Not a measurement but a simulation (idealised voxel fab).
This section sets out a process module, namely voxel wiring stack.
Square cell edge 5 nm, section width 250 nm, ID cut.
Think of the cross-section as a grid of square cells. We describe it in bands, top to bottom, and each band covers one or more rows of those cells. It is stipulated that each band's entry specify, in nanometres, the height of the top of the band and then that of its bottom, followed by the materials of the band in left-to-right sequence, each together with its width in nanometres. A single material marked by the word "full width" is understood to fill the band from edge to edge; the word "blank" is understood to denote empty space. Heights are measured from 0, the level below which the as-received wafer is all one material; the lowest band has no bottom and continues downward, written as in "0 nm and below". Width spec "30->40" -> top row of cells at first value, bottom row at second value, equal per-row change in between. Where the words "nothing different" appear for a step, the cross-section shows no cell changed by that step; every cell remained as before. Under "Cavities, sealed" you'll find the enclosed gaps, the ones with no way out to the top, that are 8 cells or bigger; each reads width x height at distance, with distance counted from the left edge, everything in nm. Formally, on a step line, whatever follows the settings is a remark that the simulator itself makes on the step. overlay nm: for a step with a mask, the amount by which the mask lay right of where it was planned; a negative amount means left of it.

## Process steps - plan
1. op RECEIVE | material Si
2. op CONFORMAL_DEP | material SiO2 | thk nm 15
3. op CONFORMAL_DEP | material SiN | thk nm 5
4. op DIRECTIONAL_DEP | material lowk | thk nm 25
5. op MASKED_ETCH | tone open | mask id METAL_1 | width nm 30 | pitch nm 50 | etch materials lowk | depth nm 25 | overlay nm 0
6. op MASKED_ETCH | tone open | mask id METAL_1 | width nm 30 | pitch nm 50 | etch materials SiN | depth nm 5 | overlay nm 0
7. op CONFORMAL_DEP | material TiN | thk nm 5
8. op FILL_DEP | material Cu | thk nm 10
9. op CMP | height nm 45
10. op CONFORMAL_DEP | material SiCN | thk nm 5
11. op DIRECTIONAL_DEP | material lowk | thk nm 15
12. op DIRECTIONAL_DEP | material aC | thk nm 15
13. op PATTERN | tone open | mask id PLUG_1 | material resist | width nm 15 | pitch nm 50 | thk nm 30 | overlay nm 0
14. op DIRECTIONAL_ETCH | etch materials aC | depth nm 15
15. op STRIP | etch materials resist
16. op DIRECTIONAL_ETCH | etch materials lowk | depth nm 15
17. op DIRECTIONAL_ETCH | etch materials SiCN | depth nm 5
18. op STRIP | etch materials aC
19. op CONFORMAL_DEP | material TiN | thk nm 5
20. op FILL_DEP | material W | thk nm 10
21. op CMP | height nm 65
22. op CONFORMAL_DEP | material SiCN | thk nm 5
23. op DIRECTIONAL_DEP | material SiO2 | thk nm 20
24. op DIRECTIONAL_DEP | material aC | thk nm 15
25. op PATTERN | tone open | mask id METAL_2 | material resist | width nm 30 | pitch nm 50 | thk nm 35 | overlay nm 0
26. op DIRECTIONAL_ETCH | etch materials aC | depth nm 15
27. op STRIP | etch materials resist
28. op DIRECTIONAL_ETCH | etch materials SiO2 | depth nm 20
29. op DIRECTIONAL_ETCH | etch materials SiCN | depth nm 5
30. op STRIP | etch materials aC
31. op CONFORMAL_DEP | material TiN | thk nm 5
32. op FILL_DEP | material Cu | thk nm 5
33. op CMP | height nm 90
34. op CONFORMAL_DEP | material SiCN | thk nm 5
35. op DIRECTIONAL_DEP | material lowk | thk nm 10
36. op DIRECTIONAL_DEP | material aC | thk nm 10
37. op PATTERN | tone open | mask id PLUG_2 | material resist | width nm 15 | pitch nm 50 | thk nm 25 | overlay nm 0
38. op DIRECTIONAL_ETCH | etch materials aC | depth nm 10
39. op STRIP | etch materials resist
40. op DIRECTIONAL_ETCH | etch materials lowk | depth nm 10
41. op DIRECTIONAL_ETCH | etch materials SiCN | depth nm 5
42. op STRIP | etch materials aC
43. op EPI | material Ru | thk nm 10
44. op EPI | material Ru | thk nm 5
45. op CONFORMAL_DEP | material SiN | thk nm 5
46. op DIRECTIONAL_DEP | material SiO2 | thk nm 15
47. op DIRECTIONAL_DEP | material aC | thk nm 15
48. op PATTERN | tone open | mask id METAL_3 | material resist | width nm 30 | pitch nm 50 | thk nm 35 | overlay nm 0
49. op DIRECTIONAL_ETCH | etch materials aC | depth nm 15
50. op STRIP | etch materials resist
51. op DIRECTIONAL_ETCH | etch materials SiO2 | depth nm 15
52. op DIRECTIONAL_ETCH | etch materials SiN | depth nm 5
53. op STRIP | etch materials aC
54. op CONFORMAL_DEP | material TiN | thk nm 5
55. op FILL_DEP | material Cu | thk nm 5
56. op CMP | height nm 125
57. op EPI | material Ru | thk nm 5
58. op FILL_DEP | material SiCN | thk nm 5

## Cross-section, incoming material, after step 1
0 nm and below: Si full width
Cavities, sealed: none

## Post-module cross-section: identical start and plan to those above, one misstep in execution
135 nm to 130 nm: SiCN full width
130 nm to 125 nm: SiCN (30); Ru (40); SiCN (10); Ru (40); SiCN (10); Ru (40); SiCN (10); Ru (40); SiCN (30)
125 nm to 110 nm: SiO2 (35); TiN (5); Cu (20); TiN (5); SiO2 (20); TiN (5); Cu (20); TiN (5); SiO2 (20); TiN (5); Cu (20); TiN (5); SiO2 (20); TiN (5); Cu (20); TiN (5); SiO2 (35)
110 nm to 105 nm: SiN (35); TiN (30); SiN (20); TiN (30); SiN (20); TiN (30); SiN (20); TiN (30); SiN (35)
105 nm to 95 nm: lowk (35); Ru (15); lowk (35); Ru (15); lowk (35); Ru (15); lowk (35); Ru (15); lowk (50)
95 nm to 90 nm: SiCN (35); Ru (15); SiCN (35); Ru (15); SiCN (35); Ru (15); SiCN (35); Ru (15); SiCN (50)
90 nm to 70 nm: SiO2 (35); TiN (5); Cu (20); TiN (5); SiO2 (20); TiN (5); Cu (20); TiN (5); SiO2 (20); TiN (5); Cu (20); TiN (5); SiO2 (20); TiN (5); Cu (20); TiN (5); SiO2 (35)
70 nm to 65 nm: SiCN (35); TiN (30); SiCN (20); TiN (30); SiCN (20); TiN (30); SiCN (20); TiN (30); SiCN (35)
65 nm to 50 nm: lowk (35); TiN (5); W (5); TiN (5); lowk (35); TiN (5); W (5); TiN (5); lowk (35); TiN (5); W (5); TiN (5); lowk (35); TiN (5); W (5); TiN (5); lowk (50)
50 nm to 45 nm: SiCN (35); TiN (15); SiCN (35); TiN (15); SiCN (35); TiN (15); SiCN (35); TiN (15); SiCN (50)
45 nm to 35 nm: Cu full width
35 nm to 30 nm: TiN (40); Cu (20); TiN (30); Cu (20); TiN (30); Cu (20); TiN (30); Cu (20); TiN (40)
30 nm to 5 nm: lowk (35); TiN (5); Cu (20); TiN (5); lowk (20); TiN (5); Cu (20); TiN (5); lowk (20); TiN (5); Cu (20); TiN (5); lowk (20); TiN (5); Cu (20); TiN (5); lowk (35)
5 nm to 0 nm: SiN (35); TiN (30); SiN (20); TiN (30); SiN (20); TiN (30); SiN (20); TiN (30); SiN (35)
0 nm and below: Si full width
Cavities, sealed: none
What broke from the plan during processing? execution of step 2 of the plan did not take place, the step having been omitted
